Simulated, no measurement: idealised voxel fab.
You're looking at the process module voxel wiring stack.
Square cell edge 5 nm, section width 180 nm, ID cut.
Format of a cross-section: grid, square cells. Given as bands. Order: top down. Band: one or more rows of cells. First you get the band's top height and its bottom height, in nm, and then the materials it's made of, left to right, with each width in nm. If you see a single material with "edge to edge", that one covers the band edge to edge. "air" is empty space. For the purposes of this specification, 0 denotes the height below which the wafer in its as-received condition is composed wholly of one material, and the lowermost band, lacking a lower limit, extends downward without end, as expressed in "0 down". A width such as "30->40" changes by the same amount from each row of cells to the next, from the band's top row to its bottom row. Step note "no modifications" = no cross-section cell changed. "Voids, fully enclosed" - sealed voids, min. 8 cells, no opening to top; format: width x height at distance (distance from left edge; nm throughout). Past the settings on a step's line: simulator remark, on that step. overlay nm: mask offset rightward from planned place, masked step; negative means leftward offset.
Listed below are the process steps as planned:
1. RECEIVE with material Si
2. CONFORMAL_DEP with material SiO2, thk nm 15
3. DIRECTIONAL_DEP with material TiN, thk nm 5
4. DIRECTIONAL_DEP with material W, thk nm 20
5. DIRECTIONAL_DEP with material aC, thk nm 15
6. PATTERN with tone cover, mask id METAL_1, material resist, width nm 30, pitch nm 50, thk nm 30, overlay nm 0
7. DIRECTIONAL_ETCH with etch materials aC, depth nm 15
8. STRIP with etch materials resist
9. DIRECTIONAL_ETCH with etch materials W, depth nm 20
10. DIRECTIONAL_ETCH with etch materials TiN, depth nm 5
11. STRIP with etch materials aC
12. CONFORMAL_DEP with material SiCN, thk nm 5
13. FILL_DEP with material lowk, thk nm 10
14. CMP with height nm 40
15. CONFORMAL_DEP with material SiCN, thk nm 5
16. DIRECTIONAL_DEP with material lowk, thk nm 30
17. DIRECTIONAL_DEP with material aC, thk nm 15
18. PATTERN with tone open, mask id METAL_2_HOLES, material resist, width nm 15, pitch nm 50, thk nm 35, overlay nm 0
19. DIRECTIONAL_ETCH with etch materials aC, depth nm 15
20. STRIP with etch materials resist
21. DIRECTIONAL_ETCH with etch materials lowk, depth nm 30
22. STRIP with etch materials aC
23. MASKED_ETCH with tone open, mask id METAL_2, width nm 30, pitch nm 50, etch materials lowk, depth nm 15, overlay nm 0
24. MASKED_ETCH with tone open, mask id METAL_2, width nm 30, pitch nm 50, etch materials SiCN, depth nm 5, overlay nm 0
25. CONFORMAL_DEP with material TiN, thk nm 5
26. FILL_DEP with material Cu, thk nm 5
27. CMP with height nm 75
28. CONFORMAL_DEP with material SiCN, thk nm 5
29. DIRECTIONAL_DEP with material SiO2, thk nm 20
30. DIRECTIONAL_DEP with material aC, thk nm 15
31. PATTERN with tone open, mask id PLUG_2, material resist, width nm 15, pitch nm 100, thk nm 30, overlay nm 0
32. DIRECTIONAL_ETCH with etch materials aC, depth nm 15
33. STRIP with etch materials resist
34. DIRECTIONAL_ETCH with etch materials SiO2, depth nm 20
35. DIRECTIONAL_ETCH with etch materials SiCN, depth nm 5
36. STRIP with etch materials aC
37. CONFORMAL_DEP with material TiN, thk nm 5
38. FILL_DEP with material W, thk nm 10
39. CMP with height nm 100
40. CONFORMAL_DEP with material SiN, thk nm 5
41. DIRECTIONAL_DEP with material SiO2, thk nm 25
42. DIRECTIONAL_DEP with material aC, thk nm 10
43. PATTERN with tone open, mask id METAL_3, material resist, width nm 30, pitch nm 50, thk nm 25, overlay nm 0
44. DIRECTIONAL_ETCH with etch materials aC, depth nm 10
45. STRIP with etch materials resist
46. DIRECTIONAL_ETCH with etch materials SiO2, depth nm 25
47. DIRECTIONAL_ETCH with etch materials SiN, depth nm 5
48. STRIP with etch materials aC
49. CONFORMAL_DEP with material TiN, thk nm 5
50. FILL_DEP with material Cu, thk nm 5
51. CMP with height nm 130
52. EPI with material Ru, thk nm 5
53. FILL_DEP with material SiCN, thk nm 5
54. DIRECTIONAL_DEP with material SiO2, thk nm 15
55. MASKED_ETCH with tone open, mask id PLUG_3, width nm 15, pitch nm 50, etch materials SiO2, depth nm 15, overlay nm 0
56. MASKED_ETCH with tone open, mask id PLUG_3, width nm 15, pitch nm 50, etch materials SiCN, depth nm 5, overlay nm 0
57. CONFORMAL_DEP with material TiN, thk nm 5
58. FILL_DEP with material Cu, thk nm 10
59. CMP with height nm 155
60. CONFORMAL_DEP with material SiN, thk nm 5
61. DIRECTIONAL_DEP with material lowk, thk nm 20
62. PATTERN with tone open, mask id METAL_4, material resist, width nm 30, pitch nm 50, thk nm 15, overlay nm 0
63. DIRECTIONAL_ETCH with etch materials lowk, depth nm 20
64. DIRECTIONAL_ETCH with etch materials SiN, depth nm 5
65. STRIP with etch materials resist
66. CONFORMAL_DEP with material TiN, thk nm 5
67. FILL_DEP with material W, thk nm 10
68. CMP with height nm 180
69. CONFORMAL_DEP with material SiCN, thk nm 5
Wafer at receipt (post step 1), cross-section:
0 down = Si edge to edge
Voids, fully enclosed: none
The plan above was carried out on the starting structure above with one mistake, and this cross-section shows the wafer at the end of the module:
185 to 180 = SiCN edge to edge
180 to 160 = lowk 25 nm, then TiN 5 nm, then W 20 nm, then TiN 5 nm, then lowk 20 nm, then TiN 5 nm, then W 20 nm, then TiN 5 nm, then lowk 20 nm, then TiN 5 nm, then W 20 nm, then TiN 5 nm, then lowk 25 nm
160 to 155 = SiN 25 nm, then TiN 30 nm, then SiN 20 nm, then TiN 30 nm, then SiN 20 nm, then TiN 30 nm, then SiN 25 nm
155 to 140 = SiO2 25 nm, then TiN 5 nm, then Cu 5 nm, then TiN 5 nm, then SiO2 35 nm, then TiN 5 nm, then Cu 5 nm, then TiN 5 nm, then SiO2 35 nm, then TiN 5 nm, then Cu 5 nm, then TiN 5 nm, then SiO2 40 nm
140 to 135 = SiCN 25 nm, then TiN 15 nm, then SiCN 35 nm, then TiN 15 nm, then SiCN 35 nm, then TiN 15 nm, then SiCN 40 nm
135 to 130 = Ru 30 nm, then SiCN 20 nm, then Ru 30 nm, then SiCN 20 nm, then Ru 30 nm, then SiCN 20 nm, then Ru 30 nm
130 to 105 = Cu 20 nm, then TiN 5 nm, then SiO2 30 nm, then TiN 5 nm, then Cu 10 nm, then TiN 5 nm, then SiO2 30 nm, then TiN 5 nm, then Cu 10 nm, then TiN 5 nm, then SiO2 30 nm, then TiN 5 nm, then Cu 20 nm
105 to 100 = TiN 25 nm, then SiN 30 nm, then TiN 20 nm, then SiN 30 nm, then TiN 20 nm, then SiN 30 nm, then TiN 25 nm
100 to 80 = SiO2 25 nm, then TiN 5 nm, then W 5 nm, then TiN 5 nm, then SiO2 85 nm, then TiN 5 nm, then W 5 nm, then TiN 5 nm, then SiO2 40 nm
80 to 75 = SiCN 25 nm, then TiN 15 nm, then SiCN 85 nm, then TiN 15 nm, then SiCN 40 nm
75 to 65 = lowk 25 nm, then TiN 5 nm, then Cu 20 nm, then TiN 5 nm, then lowk 20 nm, then TiN 5 nm, then Cu 20 nm, then TiN 5 nm, then lowk 20 nm, then TiN 5 nm, then Cu 20 nm, then TiN 5 nm, then lowk 25 nm
65 to 60 = lowk 25 nm, then TiN 5 nm, then Cu 5 nm, then TiN 20 nm, then lowk 20 nm, then TiN 5 nm, then Cu 5 nm, then TiN 20 nm, then lowk 20 nm, then TiN 5 nm, then Cu 5 nm, then TiN 20 nm, then lowk 25 nm
60 to 45 = lowk 25 nm, then TiN 5 nm, then Cu 5 nm, then TiN 5 nm, then lowk 35 nm, then TiN 5 nm, then Cu 5 nm, then TiN 5 nm, then lowk 35 nm, then TiN 5 nm, then Cu 5 nm, then TiN 5 nm, then lowk 40 nm
45 to 40 = SiCN 25 nm, then TiN 15 nm, then SiCN 35 nm, then TiN 15 nm, then SiCN 35 nm, then TiN 15 nm, then SiCN 40 nm
40 to 20 = lowk 20 nm, then SiCN 5 nm, then W 30 nm, then SiCN 5 nm, then lowk 10 nm, then SiCN 5 nm, then W 30 nm, then SiCN 5 nm, then lowk 10 nm, then SiCN 5 nm, then W 30 nm, then SiCN 5 nm, then lowk 20 nm
20 to 15 = SiCN 25 nm, then TiN 30 nm, then SiCN 20 nm, then TiN 30 nm, then SiCN 20 nm, then TiN 30 nm, then SiCN 25 nm
15 to 0 = SiO2 edge to edge
0 down = Si edge to edge
Voids, fully enclosed: none
Diagnosis: step 43 did not use the planned setting and instead ran as PATTERN with tone cover, mask id METAL_3, material resist, width nm 30, pitch nm 50, thk nm 25, overlay nm 0
